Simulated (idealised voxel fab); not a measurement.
voxel self aligned contacts: a process module
Shown is cross-section cut, with a width of 180 nm and square cells of size 5 nm.
A cross-section is written here as square cells arranged in a grid, and it is given in bands from the top down, each band taking up one or more rows of cells. Each band's line starts with the height of the band's top and of its bottom, in nm. Then come its materials from left to right, each with its width in nm. One material with "throughout" fills the band from edge to edge. "air" is empty space. Heights are expressed relative to 0, this being the level below which the as-received wafer comprises one material exclusively. The lowest band is unbounded in the downward direction and is denoted as in "0 and below". You'd read "30..40" like this: the band's top row of cells is as wide as the first number, its bottom row is as wide as the second, and going down, every row changes width by the same amount as the row before did. For the purposes of this document, the phrase "everything unchanged" attached to a step denotes that no cell within the cross-section was modified by that step. The label "Unvented cavities" introduces a list of the empty spaces, 8 cells or larger, that have no open way up to the top; each entry in it reads width x height at distance, where the distance is taken from the left edge and all three are stated in nm. Note: text after step settings on the step line = simulator remark on that step. A step line may carry the setting "overlay nm", which, for steps involving a mask, states the distance by which the mask lay to the right of its intended position; negative values denote displacement to the left.
**Intended process steps**
- 1: RECEIVE [material Si]
- 2: CONFORMAL_DEP [material SiO2] [thk nm 5]
- 3: DIRECTIONAL_DEP [material polySi] [thk nm 30]
- 4: DIRECTIONAL_DEP [material SiN] [thk nm 20]
- 5: MASKED_ETCH [tone cover] [mask id GATE] [width nm 30] [pitch nm 65] [etch materials SiN] [depth nm 20] [overlay nm 0]
- 6: MASKED_ETCH [tone cover] [mask id GATE] [width nm 30] [pitch nm 65] [etch materials polySi] [depth nm 30] [overlay nm 0]
- 7: CONFORMAL_DEP [material SiN] [thk nm 10]
- 8: DIRECTIONAL_ETCH [etch materials SiN] [depth nm 10]
- 9: FILL_DEP [material SiO2] [thk nm 15]
- 10: CMP [height nm 65]
- 11: PATTERN [tone open] [mask id CONTACT] [material resist] [width nm 45] [thk nm 20] [overlay nm 0]
- 12: DIRECTIONAL_ETCH [etch materials SiO2] [depth nm 65]
- 13: STRIP [etch materials resist]
- 14: CONFORMAL_DEP [material TiN] [thk nm 5]
- 15: FILL_DEP [material Ru] [thk nm 10]
- 16: CMP [height nm 65]
- 17: CONFORMAL_DEP [material SiN] [thk nm 5]
**Cross-section: wafer on arrival = after step 1**
0 and below | Si throughout
Unvented cavities: none
**End-of-module cross-section of the first of two wafers, processed as planned**
70 down to 65 | SiN throughout
65 down to 55 | SiO2 (65), then TiN (5..20), then Ru (35..5), then TiN (5..20), then SiO2 (70)
55 down to 35 | SiO2 (30), then SiN (50), then TiN (5), then Ru (5), then TiN (5), then SiN (50), then SiO2 (35)
35 down to 5 | SiO2 (30), then SiN (10), then polySi (30), then SiN (10), then TiN (5), then Ru (5), then TiN (5), then SiN (10), then polySi (30), then SiN (10), then SiO2 (35)
5 down to 0 | SiO2 (80), then TiN (15), then SiO2 (85)
0 and below | Si throughout
Unvented cavities: none
**Cross-section at end of module for the second wafer of two, which matched the first in starting point and plan and differed by one mistake in its processing**
70 down to 65 | SiN throughout
65 down to 55 | SiO2 (75), then TiN (5..10), then Ru (35..5), then TiN (5..30), then SiO2 (60)
55 down to 35 | SiO2 (30), then SiN (50), then TiN (5), then Ru (5), then TiN (5), then SiN (50), then SiO2 (35)
35 down to 5 | SiO2 (30), then SiN (10), then polySi (30), then SiN (10), then TiN (5), then Ru (5), then TiN (5), then SiN (10), then polySi (30), then SiN (10), then SiO2 (35)
5 down to 0 | SiO2 (80), then TiN (15), then SiO2 (85)
0 and below | Si throughout
Unvented cavities: none
Deviation noted in wafer processing: step 11 off recipe, ran as PATTERN [tone open] [mask id CONTACT] [material resist] [width nm 45] [thk nm 20] [overlay nm 10]
Matching per-material cell counts, mismatched positions: that is how the second wafer compares with the first at the end.
